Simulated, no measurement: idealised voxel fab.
voxel transistor to metal: a process module
Displayed cross-section: cut, width of 175 nm, square cells sized 5 nm.
How to read a cross-section here: the picture is a grid of square cells, written as bands going from the top down, and any band can span one or more rows of cells.
Look at the band entry: it leads with the top's height and the bottom's height in nm. Then it lists the materials left to right, with a width in nm for each. The word "everywhere" on a single material says that material fills the band edge to edge. The word "blank" is empty space.
We count height from 0. Below that, the starting wafer is all one material. The lowest band never ends at the bottom but goes on down; see "top 0, no bottom" for how that is written.
The notation "30->40" denotes a width that varies across the rows of cells in the band, beginning at the first number in the top row, finishing at the second number in the bottom row, and changing by an identical amount from each row to the next.
No cell of the cross-section changed in a step that is given as "identical to before".
Look at "Closed empty spaces" for the closed voids: empty spaces with no open path to the top, sized 8 cells or up. Each is width x height at distance, distance from the left edge, all nm.
Text after the settings on a step's line: the simulator's own remark on that step.
Steps that use a mask can have "overlay nm" on their line. It says how far the mask sat to the right of where it was meant to be. Negative means to the left.
## List of planned process steps
- 1: RECEIVE: material Si
- 2: OXIDIZE: depth nm 5
- 3: CONFORMAL_DEP: material SiN, thk nm 15
- 4: MASKED_ETCH: tone cover, mask id ACTIVE, width nm 135, etch materials SiN, depth nm 15, overlay nm 0
- 5: MASKED_ETCH: tone cover, mask id ACTIVE, width nm 135, etch materials SiO2, depth nm 5, overlay nm 0
- 6: MASKED_ETCH: tone cover, mask id ACTIVE, width nm 135, etch materials Si, depth nm 30, overlay nm 0
- 7: FILL_DEP: material SiO2, thk nm 10
- 8: CMP: height nm 15
- 9: SELECTIVE_ETCH: etch materials SiO2, depth nm 5
- 10: STRIP: etch materials SiN
- 11: SELECTIVE_ETCH: etch materials SiO2, depth nm 5
- 12: OXIDIZE: depth nm 5
- 13: DIRECTIONAL_DEP: material polySi, thk nm 25
- 14: DIRECTIONAL_DEP: material SiCN, thk nm 15
- 15: PATTERN: tone cover, mask id GATE, material resist, width nm 35, thk nm 20, overlay nm 0
- 16: DIRECTIONAL_ETCH: etch materials SiCN, depth nm 25
- 17: DIRECTIONAL_ETCH: etch materials polySi, depth nm 35
- 18: STRIP: etch materials resist
- 19: CONFORMAL_DEP: material SiO2, thk nm 5
- 20: DIRECTIONAL_ETCH: etch materials SiO2, depth nm 5
- 21: CONFORMAL_DEP: material SiN, thk nm 5
- 22: DIRECTIONAL_ETCH: etch materials SiN, depth nm 5
- 23: DIRECTIONAL_ETCH: etch materials SiO2, depth nm 5
- 24: DIRECTIONAL_ETCH: etch materials Si, depth nm 5
- 25: EPI: material SiGe, thk nm 10
- 26: FILL_DEP: material SiO2, thk nm 10
- 27: CMP: height nm 20
- 28: STRIP: etch materials polySi
- 29: SELECTIVE_ETCH: etch materials SiO2, depth nm 5
- 30: CONFORMAL_DEP: material HfO2, thk nm 5
- 31: CONFORMAL_DEP: material TiN, thk nm 5
- 32: FILL_DEP: material W, thk nm 5
- 33: CMP: height nm 15
- 34: DIRECTIONAL_DEP: material SiO2, thk nm 10
- 35: MASKED_ETCH: tone open, mask id CONTACT, width nm 20, pitch nm 95, etch materials SiO2, depth nm 30, overlay nm 0
- 36: CONFORMAL_DEP: material TiN, thk nm 5
- 37: FILL_DEP: material Ru, thk nm 10
- 38: CMP: height nm 25
- 39: DIRECTIONAL_DEP: material TiN, thk nm 5
- 40: DIRECTIONAL_DEP: material Ru, thk nm 20
- 41: DIRECTIONAL_DEP: material aC, thk nm 10
- 42: PATTERN: tone cover, mask id METAL_1, material resist, width nm 20, pitch nm 95, thk nm 30, overlay nm 0
- 43: DIRECTIONAL_ETCH: etch materials aC, depth nm 10
- 44: STRIP: etch materials resist
- 45: DIRECTIONAL_ETCH: etch materials Ru, depth nm 20
- 46: DIRECTIONAL_ETCH: etch materials TiN, depth nm 5
- 47: STRIP: etch materials aC
- 48: FILL_DEP: material SiO2, thk nm 5
- 49: CMP: height nm 50
- 50: CONFORMAL_DEP: material SiCN, thk nm 5
- 51: DIRECTIONAL_DEP: material lowk, thk nm 30
- 52: MASKED_ETCH: tone open, mask id METAL_2, width nm 20, pitch nm 95, etch materials lowk, depth nm 20, overlay nm 0
- 53: PATTERN: tone open, mask id METAL_2_HOLES, material resist, width nm 15, pitch nm 95, thk nm 15, overlay nm 0
- 54: DIRECTIONAL_ETCH: etch materials lowk, depth nm 10
- 55: DIRECTIONAL_ETCH: etch materials SiCN, depth nm 5
- 56: STRIP: etch materials resist
- 57: CONFORMAL_DEP: material TiN, thk nm 5
- 58: FILL_DEP: material Cu, thk nm 5
- 59: CMP: height nm 85
- 60: CONFORMAL_DEP: material SiN, thk nm 5
## Cross-sectional view of the wafer in its as-received condition, corresponding to the state after step 1
  top 0, no bottom: Si everywhere
  Closed empty spaces: none
## Final cross-section, module run with one mistake (start and plan as above)
  top 90, bottom 85: SiN everywhere
  top 85, bottom 70: 30 of lowk; 5 of TiN; 10 of Cu; 5 of TiN; 75 of lowk; 5 of TiN; 10 of Cu; 5 of TiN; 30 of lowk
  top 70, bottom 65: 30 of lowk; 5 of TiN; 5 of Cu; 10 of TiN; 75 of lowk; 5 of TiN; 5 of Cu; 10 of TiN; 30 of lowk
  top 65, bottom 55: 30 of lowk; 5 of TiN; 5 of Cu; 5 of TiN; 80 of lowk; 5 of TiN; 5 of Cu; 5 of TiN; 35 of lowk
  top 55, bottom 50: 30 of SiCN; 15 of TiN; 80 of SiCN; 15 of TiN; 35 of SiCN
  top 50, bottom 30: 30 of SiO2; 20 of Ru; 75 of SiO2; 20 of Ru; 30 of SiO2
  top 30, bottom 25: 30 of SiO2; 20 of TiN; 75 of SiO2; 20 of TiN; 30 of SiO2
  top 25, bottom 15: 30 of SiO2; 5 of TiN; 10 of Ru; 5 of TiN; 75 of SiO2; 5 of TiN; 10 of Ru; 5 of TiN; 30 of SiO2
  top 15, bottom 5: 30 of SiO2; 5 of TiN; 10 of Ru; 5 of TiN; 10 of SiO2; 5 of SiN; 5 of HfO2; 5 of TiN; 25 of W; 5 of TiN; 5 of HfO2; 5 of SiN; 10 of SiO2; 5 of TiN; 10 of Ru; 5 of TiN; 30 of SiO2
  top 5, bottom 0: 20 of SiO2; 5 of SiN; 5 of SiO2; 5 of TiN; 10 of Ru; 5 of TiN; 10 of SiO2; 5 of SiN; 5 of HfO2; 5 of TiN; 25 of W; 5 of TiN; 5 of HfO2; 5 of SiN; 10 of SiO2; 5 of TiN; 10 of Ru; 5 of TiN; 5 of SiO2; 5 of SiN; 20 of SiO2
  top 0, bottom -5: 20 of SiO2; 5 of SiN; 5 of SiO2; 20 of TiN; 10 of SiO2; 5 of SiN; 5 of HfO2; 35 of TiN; 5 of HfO2; 5 of SiN; 10 of SiO2; 20 of TiN; 5 of SiO2; 5 of SiN; 20 of SiO2
  top -5, bottom -10: 65 of SiO2; 45 of HfO2; 65 of SiO2
  top -10, bottom -15: SiO2 everywhere
  top -15, no bottom: Si everywhere
  Closed empty spaces: none
Deviation noted in wafer processing: rather than as planned, step 2 actually ran as OXIDIZE: depth nm 15
